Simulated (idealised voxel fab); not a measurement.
process module | voxel self aligned vias
cross-section cut | 255 nm wide | cells 5 nm
A cross-section is a grid of square cells, given in bands from the top down. A band is one or more rows of cells.
Each band's line starts with the height of the band's top and of its bottom, in nm. Then come its materials from left to right, each with its width in nm. One material with "throughout" fills the band from edge to edge. "air" is empty space.
Height 0 is the level under which the wafer as received is all one material. The lowest band goes on downwards, as in "0 down".
A width such as "30 to 40" changes by the same amount from each row of cells to the next, from the band's top row to its bottom row.
"no change" after a step means that no cell of the cross-section changed.
closed voids: empty space of 8 cells or more with no open way to the top, each as width x height at its distance from the left edge, in nm
after a step's settings: what the simulator itself notes on the step
overlay nm, on a step with a mask: how far to the right of its planned place the mask lay; to the left if negative
plan
1 op RECEIVE | material Si
2 op CONFORMAL_DEP | material SiO2 | thk nm 15
3 op CONFORMAL_DEP | material SiCN | thk nm 5
4 op DIRECTIONAL_DEP | material SiO2 | thk nm 20
5 op PATTERN | tone open | mask id LINES | material resist | width nm 30 | pitch nm 80 | thk nm 20 | overlay nm 0
6 op DIRECTIONAL_ETCH | etch materials SiO2 | depth nm 20
7 op STRIP | etch materials resist
8 op CONFORMAL_DEP | material TiN | thk nm 5
9 op FILL_DEP | material W | thk nm 10
10 op CMP | height nm 40
11 op SELECTIVE_ETCH | etch materials W Ru TiN | depth nm 5
12 op FILL_DEP | material SiN | thk nm 10
13 op CMP | height nm 40
14 op DIRECTIONAL_DEP | material SiO2 | thk nm 20
15 op DIRECTIONAL_DEP | material aC | thk nm 15
16 op PATTERN | tone open | mask id VIAS | material resist | width nm 50 | thk nm 30 | overlay nm 0
17 op DIRECTIONAL_ETCH | etch materials aC | depth nm 15
18 op STRIP | etch materials resist
19 op DIRECTIONAL_ETCH | etch materials SiO2 | depth nm 20
20 op DIRECTIONAL_ETCH | etch materials SiN | depth nm 5
21 op STRIP | etch materials aC
22 op CONFORMAL_DEP | material TiN | thk nm 5
23 op FILL_DEP | material Cu | thk nm 5
24 op CMP | height nm 60
25 op CONFORMAL_DEP | material SiN | thk nm 5
as received, after step 1
  0 down: Si throughout
  closed voids: none
first wafer at the end, as planned
  65 to 60: SiN throughout
  60 to 45: SiO2 60 | TiN 5 | Cu 40 | TiN 5 | SiO2 145
  45 to 40: SiO2 60 | TiN 15 | Cu 20 | TiN 15 | SiO2 145
  40 to 35: SiO2 70 | TiN 30 | SiO2 50 | SiN 30 | SiO2 75
  35 to 25: SiO2 70 | TiN 5 | W 20 | TiN 5 | SiO2 50 | TiN 5 | W 20 | TiN 5 | SiO2 75
  25 to 20: SiO2 70 | TiN 30 | SiO2 50 | TiN 30 | SiO2 75
  20 to 15: SiCN throughout
  15 to 0: SiO2 throughout
  0 down: Si throughout
  closed voids: none
second wafer at the end: like start, like plan, one mistake
  65 to 60: SiN throughout
  60 to 45: SiO2 60 | TiN 5 | Cu 40 | TiN 5 | SiO2 145
  45 to 40: SiO2 60 | TiN 15 | Cu 20 | TiN 15 | SiO2 145
  40 to 35: SiO2 70 | TiN 30 | SiO2 50 | SiN 30 | SiO2 75
  35 to 30: SiCN throughout
  30 to 0: SiO2 throughout
  0 down: Si throughout
  closed voids: none
what went wrong: step 2 was run twice
at the end the second wafer has, in cells: 36 more of SiO2 | 20 fewer of TiN | 16 fewer of W
